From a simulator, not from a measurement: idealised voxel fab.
This is a process module. Its name is voxel ribs on slabs.
150 nm wide, 5 nm square cells: that's cross-section cut.
Bands, listed from the top down, are how a cross-section gets written in this document; the cross-section itself is a grid of square cells, and a band is one or more rows of them.
Heights first: top, then bottom, in nm. Then materials, left to right, each with a width in nm. "everywhere" on a single material: fills the band edge to edge. "blank": empty space.
All heights in this document are referenced to 0, defined as the level beneath which the wafer, as received, consists entirely of one material. The lowest band is not bounded below; it extends indefinitely downward and is written in the form "0 -> down".
You'd read "30..40" like this: the band's top row of cells is as wide as the first number, its bottom row is as wide as the second, and going down, every row changes width by the same amount as the row before did.
"changes: none" (step): cross-section cells unchanged, all of them.
Closed empty spaces (no open way to the top) of 8 cells or more are what "Closed void table" lists, each as width x height at distance from the left edge, nm for all three.
Anything after a step's settings on that line? It's the simulator's own note about the step.
Steps that use a mask can have "overlay nm" on their line. It says how far the mask sat to the right of where it was meant to be. Negative means to the left.
Set out below are the planned steps of the process:
1: RECEIVE | material Si
2: DIRECTIONAL_DEP | material SiO2 | thk nm 25
3: DIRECTIONAL_DEP | material polySi | thk nm 15
4: DIRECTIONAL_DEP | material aC | thk nm 10
5: PATTERN | tone cover | mask id RIB | material resist | width nm 25 | thk nm 25 | overlay nm 0
6: DIRECTIONAL_ETCH | etch materials aC | depth nm 10
7: STRIP | etch materials resist
8: DIRECTIONAL_ETCH | etch materials polySi | depth nm 10
9: STRIP | etch materials aC
10: PATTERN | tone cover | mask id SLAB | material resist | width nm 85 | thk nm 20 | overlay nm 0
11: DIRECTIONAL_ETCH | etch materials polySi | depth nm 5
12: STRIP | etch materials resist
13: FILL_DEP | material SiO2 | thk nm 25
14: CMP | height nm 60
15: DIRECTIONAL_DEP | material W | thk nm 5
16: DIRECTIONAL_DEP | material aC | thk nm 15
17: PATTERN | tone cover | mask id HEATER | material resist | width nm 35 | thk nm 30 | overlay nm 0
18: DIRECTIONAL_ETCH | etch materials aC | depth nm 15
19: STRIP | etch materials resist
20: DIRECTIONAL_ETCH | etch materials W | depth nm 5
21: STRIP | etch materials aC
22: CONFORMAL_DEP | material SiO2 | thk nm 5
The first of a set of two wafers, run to plan:
Cross-section of the incoming wafer, state after step 1:
0 -> down | Si everywhere
Closed void table: none
Take a look at the wafer's cross-section after step 2:
25 -> 0 | SiO2 everywhere
At heights below 0, the structure remains unaltered.
Take a look at the wafer's cross-section after step 3:
40 -> 25 | polySi everywhere
At heights below 25, the structure remains unaltered.
Take a look at the wafer's cross-section after step 4:
50 -> 40 | aC everywhere
At heights below 40, the structure remains unaltered.
Take a look at the wafer's cross-section after step 5:
75 -> 50 | blank: 60; resist: 25; blank: 65
At heights below 50, the structure remains unaltered.
Take a look at the wafer's cross-section after step 6:
65 -> 50 | blank: 60; resist: 25; blank: 65
50 -> 40 | blank: 60; aC: 25; blank: 65
At heights below 40, the structure remains unaltered.
Take a look at the wafer's cross-section after step 7:
50 -> 40 | blank: 60; aC: 25; blank: 65
At heights below 40, the structure remains unaltered.
Take a look at the wafer's cross-section after step 8:
50 -> 40 | blank: 60; aC: 25; blank: 65
40 -> 30 | blank: 60; polySi: 25; blank: 65
At heights below 30, the structure remains unaltered.
Take a look at the wafer's cross-section after step 9:
40 -> 30 | blank: 60; polySi: 25; blank: 65
At heights below 30, the structure remains unaltered.
Take a look at the wafer's cross-section after step 10:
60 -> 40 | blank: 30; resist: 85; blank: 35
40 -> 30 | blank: 30; resist: 30; polySi: 25; resist: 30; blank: 35
At heights below 30, the structure remains unaltered.
Take a look at the wafer's cross-section after step 11:
60 -> 40 | blank: 30; resist: 85; blank: 35
40 -> 30 | blank: 30; resist: 30; polySi: 25; resist: 30; blank: 35
30 -> 25 | blank: 30; polySi: 85; blank: 35
At heights below 25, the structure remains unaltered.
Take a look at the wafer's cross-section after step 12:
40 -> 30 | blank: 60; polySi: 25; blank: 65
At heights below 30, the structure remains unaltered.
Take a look at the wafer's cross-section after step 13:
65 -> 40 | SiO2 everywhere
40 -> 30 | SiO2: 60; polySi: 25; SiO2: 65
30 -> 25 | SiO2: 30; polySi: 85; SiO2: 35
At heights below 25, the structure remains unaltered.
Take a look at the wafer's cross-section after step 14:
60 -> 40 | SiO2 everywhere
At heights below 40, the structure remains unaltered.
Take a look at the wafer's cross-section after step 15:
65 -> 60 | W everywhere
At heights below 60, the structure remains unaltered.
Take a look at the wafer's cross-section after step 16:
80 -> 65 | aC everywhere
At heights below 65, the structure remains unaltered.
Take a look at the wafer's cross-section after step 17:
110 -> 80 | blank: 55; resist: 35; blank: 60
At heights below 80, the structure remains unaltered.
Take a look at the wafer's cross-section after step 18:
95 -> 80 | blank: 55; resist: 35; blank: 60
80 -> 65 | blank: 55; aC: 35; blank: 60
At heights below 65, the structure remains unaltered.
Take a look at the wafer's cross-section after step 19:
80 -> 65 | blank: 55; aC: 35; blank: 60
At heights below 65, the structure remains unaltered.
Take a look at the wafer's cross-section after step 20:
80 -> 65 | blank: 55; aC: 35; blank: 60
65 -> 60 | blank: 55; W: 35; blank: 60
At heights below 60, the structure remains unaltered.
Take a look at the wafer's cross-section after step 21:
65 -> 60 | blank: 55; W: 35; blank: 60
At heights below 60, the structure remains unaltered.
Take a look at the wafer's cross-section after step 22:
70 -> 65 | blank: 50; SiO2: 45; blank: 55
65 -> 60 | SiO2: 55; W: 35; SiO2: 60
At heights below 60, the structure remains unaltered.
Second wafer - shared start and plan with the first - one error in running - same as the first up to step 9 inclusive:
Look at the second wafer in cross-section at the time step 10 ought to have finished:
60 -> 40 | resist: 30; blank: 85; resist: 35
40 -> 30 | resist: 30; blank: 30; polySi: 25; blank: 30; resist: 35
At heights below 30, the structure remains unaltered.
Look at the second wafer in cross-section at the time step 11 ought to have finished:
60 -> 35 | resist: 30; blank: 85; resist: 35
35 -> 30 | resist: 30; blank: 30; polySi: 25; blank: 30; resist: 35
30 -> 25 | polySi: 30; blank: 30; polySi: 25; blank: 30; polySi: 35
At heights below 25, the structure remains unaltered.
Look at the second wafer in cross-section at the time step 12 ought to have finished:
35 -> 30 | blank: 60; polySi: 25; blank: 65
At heights below 30, the structure remains unaltered.
Look at the second wafer in cross-section at the time step 13 ought to have finished:
60 -> 35 | SiO2 everywhere
35 -> 30 | SiO2: 60; polySi: 25; SiO2: 65
30 -> 25 | polySi: 30; SiO2: 30; polySi: 25; SiO2: 30; polySi: 35
At heights below 25, the structure remains unaltered.
Look at the second wafer in cross-section at the time step 14 ought to have finished: changes: none
Look at the second wafer in cross-section at the time step 15 ought to have finished:
65 -> 60 | W everywhere
At heights below 60, the structure remains unaltered.
Look at the second wafer in cross-section at the time step 16 ought to have finished:
80 -> 65 | aC everywhere
At heights below 65, the structure remains unaltered.
Look at the second wafer in cross-section at the time step 17 ought to have finished:
110 -> 80 | blank: 55; resist: 35; blank: 60
At heights below 80, the structure remains unaltered.
Look at the second wafer in cross-section at the time step 18 ought to have finished:
95 -> 80 | blank: 55; resist: 35; blank: 60
80 -> 65 | blank: 55; aC: 35; blank: 60
At heights below 65, the structure remains unaltered.
Look at the second wafer in cross-section at the time step 19 ought to have finished:
80 -> 65 | blank: 55; aC: 35; blank: 60
At heights below 65, the structure remains unaltered.
Look at the second wafer in cross-section at the time step 20 ought to have finished:
80 -> 65 | blank: 55; aC: 35; blank: 60
65 -> 60 | blank: 55; W: 35; blank: 60
At heights below 60, the structure remains unaltered.
Look at the second wafer in cross-section at the time step 21 ought to have finished:
65 -> 60 | blank: 55; W: 35; blank: 60
At heights below 60, the structure remains unaltered.
Look at the second wafer in cross-section at the time step 22 ought to have finished:
70 -> 65 | blank: 50; SiO2: 45; blank: 55
65 -> 60 | SiO2: 55; W: 35; SiO2: 60
At heights below 60, the structure remains unaltered.
Short version of what went wrong: step 10 was not run as planned; what actually ran was PATTERN | tone open | mask id SLAB | material resist | width nm 85 | thk nm 20 | overlay nm 0
Final difference in cells, second wafer against first, listed per material as more or fewer: SiO2 +4 | polySi -4
